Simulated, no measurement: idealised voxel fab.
Process module, titled voxel gate over fins
Square cell edge 5 nm, section width 185 nm, ID cut.
Square cells in a grid make up a cross-section in this document, and the grid is given as bands, listed from the top down, each one or more rows of cells.
Look at the band entry: it leads with the top's height and the bottom's height in nm. Then it lists the materials left to right, with a width in nm for each. The word "throughout" on a single material says that material fills the band edge to edge. The word "blank" is empty space.
The reference from which all heights are counted is 0, the level beneath which the as-received wafer is entirely one material; the lowest band, having no lower bound, proceeds downward and is written after the example "0 and below".
It should be noted that a width expressed as "30..40" varies in equal increments from row to row of cells within the band, taking the value of the first number at the top row and that of the second number at the bottom row.
You'll sometimes find "no alterations made" written for a step, and that's the way of saying that nowhere in the cross-section did a cell change during that step.
Empty spaces counting at least 8 cells and having no open way to the top are listed in "Sealed-off cavities". The notation width x height at distance is used for each, the distance being from the left edge and all three values in nm.
Heads up: the bit after the settings on a step's line is the simulator's remark on that step.
You can add "overlay nm" to a step's line. For a step with a mask, it describes how far the mask lay to the right of its planned position, and a negative number describes a lay to the left.

LISTED BELOW ARE THE PROCESS STEPS AS PLANNED
1) RECEIVE, material Si
2) CONFORMAL_DEP, material SiN, thk nm 5
3) DIRECTIONAL_DEP, material aC, thk nm 15
4) PATTERN, tone cover, mask id FINS, material resist, width nm 15, pitch nm 45, thk nm 35, overlay nm 0
5) DIRECTIONAL_ETCH, etch materials aC, depth nm 15
6) STRIP, etch materials resist
7) DIRECTIONAL_ETCH, etch materials SiN, depth nm 5
8) DIRECTIONAL_ETCH, etch materials Si, depth nm 30
9) STRIP, etch materials aC
10) OXIDIZE, depth nm 5
11) FILL_DEP, material SiO2, thk nm 5
12) CMP, height nm 5
13) SELECTIVE_ETCH, etch materials SiO2, depth nm 20
14) STRIP, etch materials SiN
15) CONFORMAL_DEP, material HfO2, thk nm 5
16) CONFORMAL_DEP, material TiN, thk nm 5
17) FILL_DEP, material W, thk nm 15
18) CMP, height nm 20
19) CONFORMAL_DEP, material SiCN, thk nm 5

FIRST WAFER, TWO IN TOTAL, RUN AS PLANNED

AS-RECEIVED STATE OF THE WAFER IN CROSS-SECTION, EQUIVALENT TO POST-STEP 1
    0 and below = Si throughout
    Sealed-off cavities: none

CROSS-SECTION OF THE WAFER AFTER STEP 2
    5 down to 0 = SiN throughout
    Heights below 0 show no change.

CROSS-SECTION OF THE WAFER AFTER STEP 3
    20 down to 5 = aC throughout
    Heights below 5 show no change.

CROSS-SECTION OF THE WAFER AFTER STEP 4
    55 down to 20 = blank: 40, resist: 15, blank: 30, resist: 15, blank: 30, resist: 15, blank: 40
    Heights below 20 show no change.

CROSS-SECTION OF THE WAFER AFTER STEP 5
    40 down to 20 = blank: 40, resist: 15, blank: 30, resist: 15, blank: 30, resist: 15, blank: 40
    20 down to 5 = blank: 40, aC: 15, blank: 30, aC: 15, blank: 30, aC: 15, blank: 40
    Heights below 5 show no change.

CROSS-SECTION OF THE WAFER AFTER STEP 6
    20 down to 5 = blank: 40, aC: 15, blank: 30, aC: 15, blank: 30, aC: 15, blank: 40
    Heights below 5 show no change.

CROSS-SECTION OF THE WAFER AFTER STEP 7
    20 down to 5 = blank: 40, aC: 15, blank: 30, aC: 15, blank: 30, aC: 15, blank: 40
    5 down to 0 = blank: 40, SiN: 15, blank: 30, SiN: 15, blank: 30, SiN: 15, blank: 40
    Heights below 0 show no change.

CROSS-SECTION OF THE WAFER AFTER STEP 8
    20 down to 5 = blank: 40, aC: 15, blank: 30, aC: 15, blank: 30, aC: 15, blank: 40
    5 down to 0 = blank: 40, SiN: 15, blank: 30, SiN: 15, blank: 30, SiN: 15, blank: 40
    0 down to -30 = blank: 40, Si: 15, blank: 30, Si: 15, blank: 30, Si: 15, blank: 40
    Heights below -30 show no change.

CROSS-SECTION OF THE WAFER AFTER STEP 9
    5 down to 0 = blank: 40, SiN: 15, blank: 30, SiN: 15, blank: 30, SiN: 15, blank: 40
    Heights below 0 show no change.

CROSS-SECTION OF THE WAFER AFTER STEP 10
    5 down to 0 = blank: 40, SiN: 15, blank: 30, SiN: 15, blank: 30, SiN: 15, blank: 40
    0 down to -30 = blank: 40, SiO2: 5, Si: 5, SiO2: 5, blank: 30, SiO2: 5, Si: 5, SiO2: 5, blank: 30, SiO2: 5, Si: 5, SiO2: 5, blank: 40
    -30 down to -35 = SiO2: 45, Si: 5, SiO2: 40, Si: 5, SiO2: 40, Si: 5, SiO2: 45
    Heights below -35 show no change.

CROSS-SECTION OF THE WAFER AFTER STEP 11
    10 down to 5 = SiO2 throughout
    5 down to 0 = SiO2: 40, SiN: 15, SiO2: 30, SiN: 15, SiO2: 30, SiN: 15, SiO2: 40
    0 down to -35 = SiO2: 45, Si: 5, SiO2: 40, Si: 5, SiO2: 40, Si: 5, SiO2: 45
    Heights below -35 show no change.

CROSS-SECTION OF THE WAFER AFTER STEP 12
    5 down to 0 = SiO2: 40, SiN: 15, SiO2: 30, SiN: 15, SiO2: 30, SiN: 15, SiO2: 40
    Heights below 0 show no change.

CROSS-SECTION OF THE WAFER AFTER STEP 13
    5 down to 0 = blank: 40, SiN: 15, blank: 30, SiN: 15, blank: 30, SiN: 15, blank: 40
    0 down to -15 = blank: 45, Si: 5, blank: 40, Si: 5, blank: 40, Si: 5, blank: 45
    Heights below -15 show no change.

CROSS-SECTION OF THE WAFER AFTER STEP 14
    0 down to -15 = blank: 45, Si: 5, blank: 40, Si: 5, blank: 40, Si: 5, blank: 45
    Heights below -15 show no change.

CROSS-SECTION OF THE WAFER AFTER STEP 15
    5 down to 0 = blank: 40, HfO2: 15, blank: 30, HfO2: 15, blank: 30, HfO2: 15, blank: 40
    0 down to -10 = blank: 40, HfO2: 5, Si: 5, HfO2: 5, blank: 30, HfO2: 5, Si: 5, HfO2: 5, blank: 30, HfO2: 5, Si: 5, HfO2: 5, blank: 40
    -10 down to -15 = HfO2: 45, Si: 5, HfO2: 40, Si: 5, HfO2: 40, Si: 5, HfO2: 45
    Heights below -15 show no change.

CROSS-SECTION OF THE WAFER AFTER STEP 16
    10 down to 5 = blank: 35, TiN: 25, blank: 20, TiN: 25, blank: 20, TiN: 25, blank: 35
    5 down to 0 = blank: 35, TiN: 5, HfO2: 15, TiN: 5, blank: 20, TiN: 5, HfO2: 15, TiN: 5, blank: 20, TiN: 5, HfO2: 15, TiN: 5, blank: 35
    0 down to -5 = blank: 35, TiN: 5, HfO2: 5, Si: 5, HfO2: 5, TiN: 5, blank: 20, TiN: 5, HfO2: 5, Si: 5, HfO2: 5, TiN: 5, blank: 20, TiN: 5, HfO2: 5, Si: 5, HfO2: 5, TiN: 5, blank: 35
    -5 down to -10 = TiN: 40, HfO2: 5, Si: 5, HfO2: 5, TiN: 30, HfO2: 5, Si: 5, HfO2: 5, TiN: 30, HfO2: 5, Si: 5, HfO2: 5, TiN: 40
    Heights below -10 show no change.

CROSS-SECTION OF THE WAFER AFTER STEP 17
    25 down to 10 = W throughout
    10 down to 5 = W: 35, TiN: 25, W: 20, TiN: 25, W: 20, TiN: 25, W: 35
    5 down to 0 = W: 35, TiN: 5, HfO2: 15, TiN: 5, W: 20, TiN: 5, HfO2: 15, TiN: 5, W: 20, TiN: 5, HfO2: 15, TiN: 5, W: 35
    0 down to -5 = W: 35, TiN: 5, HfO2: 5, Si: 5, HfO2: 5, TiN: 5, W: 20, TiN: 5, HfO2: 5, Si: 5, HfO2: 5, TiN: 5, W: 20, TiN: 5, HfO2: 5, Si: 5, HfO2: 5, TiN: 5, W: 35
    Heights below -5 show no change.

CROSS-SECTION OF THE WAFER AFTER STEP 18
    20 down to 10 = W throughout
    Heights below 10 show no change.

CROSS-SECTION OF THE WAFER AFTER STEP 19
    25 down to 20 = SiCN throughout
    Heights below 20 show no change.

SECOND WAFER, SAME STARTING CONDITIONS AND RECIPE AS THE FIRST, ONE MISTAKE IN EXECUTING IT, NOTHING DIFFERS FROM THE FIRST UP TO AND INCLUDING STEP 3

SECOND WAFER, SECTION VIEW, TIME POINT: SCHEDULED END OF STEP 4
    55 down to 20 = blank: 50, resist: 15, blank: 30, resist: 15, blank: 30, resist: 15, blank: 30
    Heights below 20 show no change.

SECOND WAFER, SECTION VIEW, TIME POINT: SCHEDULED END OF STEP 5
    40 down to 20 = blank: 50, resist: 15, blank: 30, resist: 15, blank: 30, resist: 15, blank: 30
    20 down to 5 = blank: 50, aC: 15, blank: 30, aC: 15, blank: 30, aC: 15, blank: 30
    Heights below 5 show no change.

SECOND WAFER, SECTION VIEW, TIME POINT: SCHEDULED END OF STEP 6
    20 down to 5 = blank: 50, aC: 15, blank: 30, aC: 15, blank: 30, aC: 15, blank: 30
    Heights below 5 show no change.

SECOND WAFER, SECTION VIEW, TIME POINT: SCHEDULED END OF STEP 7
    20 down to 5 = blank: 50, aC: 15, blank: 30, aC: 15, blank: 30, aC: 15, blank: 30
    5 down to 0 = blank: 50, SiN: 15, blank: 30, SiN: 15, blank: 30, SiN: 15, blank: 30
    Heights below 0 show no change.

SECOND WAFER, SECTION VIEW, TIME POINT: SCHEDULED END OF STEP 8
    20 down to 5 = blank: 50, aC: 15, blank: 30, aC: 15, blank: 30, aC: 15, blank: 30
    5 down to 0 = blank: 50, SiN: 15, blank: 30, SiN: 15, blank: 30, SiN: 15, blank: 30
    0 down to -30 = blank: 50, Si: 15, blank: 30, Si: 15, blank: 30, Si: 15, blank: 30
    Heights below -30 show no change.

SECOND WAFER, SECTION VIEW, TIME POINT: SCHEDULED END OF STEP 9
    5 down to 0 = blank: 50, SiN: 15, blank: 30, SiN: 15, blank: 30, SiN: 15, blank: 30
    Heights below 0 show no change.

SECOND WAFER, SECTION VIEW, TIME POINT: SCHEDULED END OF STEP 10
    5 down to 0 = blank: 50, SiN: 15, blank: 30, SiN: 15, blank: 30, SiN: 15, blank: 30
    0 down to -30 = blank: 50, SiO2: 5, Si: 5, SiO2: 5, blank: 30, SiO2: 5, Si: 5, SiO2: 5, blank: 30, SiO2: 5, Si: 5, SiO2: 5, blank: 30
    -30 down to -35 = SiO2: 55, Si: 5, SiO2: 40, Si: 5, SiO2: 40, Si: 5, SiO2: 35
    Heights below -35 show no change.

SECOND WAFER, SECTION VIEW, TIME POINT: SCHEDULED END OF STEP 11
    10 down to 5 = SiO2 throughout
    5 down to 0 = SiO2: 50, SiN: 15, SiO2: 30, SiN: 15, SiO2: 30, SiN: 15, SiO2: 30
    0 down to -35 = SiO2: 55, Si: 5, SiO2: 40, Si: 5, SiO2: 40, Si: 5, SiO2: 35
    Heights below -35 show no change.

SECOND WAFER, SECTION VIEW, TIME POINT: SCHEDULED END OF STEP 12
    5 down to 0 = SiO2: 50, SiN: 15, SiO2: 30, SiN: 15, SiO2: 30, SiN: 15, SiO2: 30
    Heights below 0 show no change.

SECOND WAFER, SECTION VIEW, TIME POINT: SCHEDULED END OF STEP 13
    5 down to 0 = blank: 50, SiN: 15, blank: 30, SiN: 15, blank: 30, SiN: 15, blank: 30
    0 down to -15 = blank: 55, Si: 5, blank: 40, Si: 5, blank: 40, Si: 5, blank: 35
    Heights below -15 show no change.

SECOND WAFER, SECTION VIEW, TIME POINT: SCHEDULED END OF STEP 14
    0 down to -15 = blank: 55, Si: 5, blank: 40, Si: 5, blank: 40, Si: 5, blank: 35
    Heights below -15 show no change.

SECOND WAFER, SECTION VIEW, TIME POINT: SCHEDULED END OF STEP 15
    5 down to 0 = blank: 50, HfO2: 15, blank: 30, HfO2: 15, blank: 30, HfO2: 15, blank: 30
    0 down to -10 = blank: 50, HfO2: 5, Si: 5, HfO2: 5, blank: 30, HfO2: 5, Si: 5, HfO2: 5, blank: 30, HfO2: 5, Si: 5, HfO2: 5, blank: 30
    -10 down to -15 = HfO2: 55, Si: 5, HfO2: 40, Si: 5, HfO2: 40, Si: 5, HfO2: 35
    Heights below -15 show no change.

SECOND WAFER, SECTION VIEW, TIME POINT: SCHEDULED END OF STEP 16
    10 down to 5 = blank: 45, TiN: 25, blank: 20, TiN: 25, blank: 20, TiN: 25, blank: 25
    5 down to 0 = blank: 45, TiN: 5, HfO2: 15, TiN: 5, blank: 20, TiN: 5, HfO2: 15, TiN: 5, blank: 20, TiN: 5, HfO2: 15, TiN: 5, blank: 25
    0 down to -5 = blank: 45, TiN: 5, HfO2: 5, Si: 5, HfO2: 5, TiN: 5, blank: 20, TiN: 5, HfO2: 5, Si: 5, HfO2: 5, TiN: 5, blank: 20, TiN: 5, HfO2: 5, Si: 5, HfO2: 5, TiN: 5, blank: 25
    -5 down to -10 = TiN: 50, HfO2: 5, Si: 5, HfO2: 5, TiN: 30, HfO2: 5, Si: 5, HfO2: 5, TiN: 30, HfO2: 5, Si: 5, HfO2: 5, TiN: 30
    Heights below -10 show no change.

SECOND WAFER, SECTION VIEW, TIME POINT: SCHEDULED END OF STEP 17
    25 down to 10 = W throughout
    10 down to 5 = W: 45, TiN: 25, W: 20, TiN: 25, W: 20, TiN: 25, W: 25
    5 down to 0 = W: 45, TiN: 5, HfO2: 15, TiN: 5, W: 20, TiN: 5, HfO2: 15, TiN: 5, W: 20, TiN: 5, HfO2: 15, TiN: 5, W: 25
    0 down to -5 = W: 45, TiN: 5, HfO2: 5, Si: 5, HfO2: 5, TiN: 5, W: 20, TiN: 5, HfO2: 5, Si: 5, HfO2: 5, TiN: 5, W: 20, TiN: 5, HfO2: 5, Si: 5, HfO2: 5, TiN: 5, W: 25
    Heights below -5 show no change.

SECOND WAFER, SECTION VIEW, TIME POINT: SCHEDULED END OF STEP 18
    20 down to 10 = W throughout
    Heights below 10 show no change.

SECOND WAFER, SECTION VIEW, TIME POINT: SCHEDULED END OF STEP 19
    25 down to 20 = SiCN throughout
    Heights below 20 show no change.
It is concluded that the wafer was processed incorrectly with respect to the plan, in that step 4 was not run as planned; what actually ran was PATTERN, tone cover, mask id FINS, material resist, width nm 15, pitch nm 45, thk nm 35, overlay nm 10
At the end, the second wafer has the same number of cells of each material as the first, but those cells sit in other places.
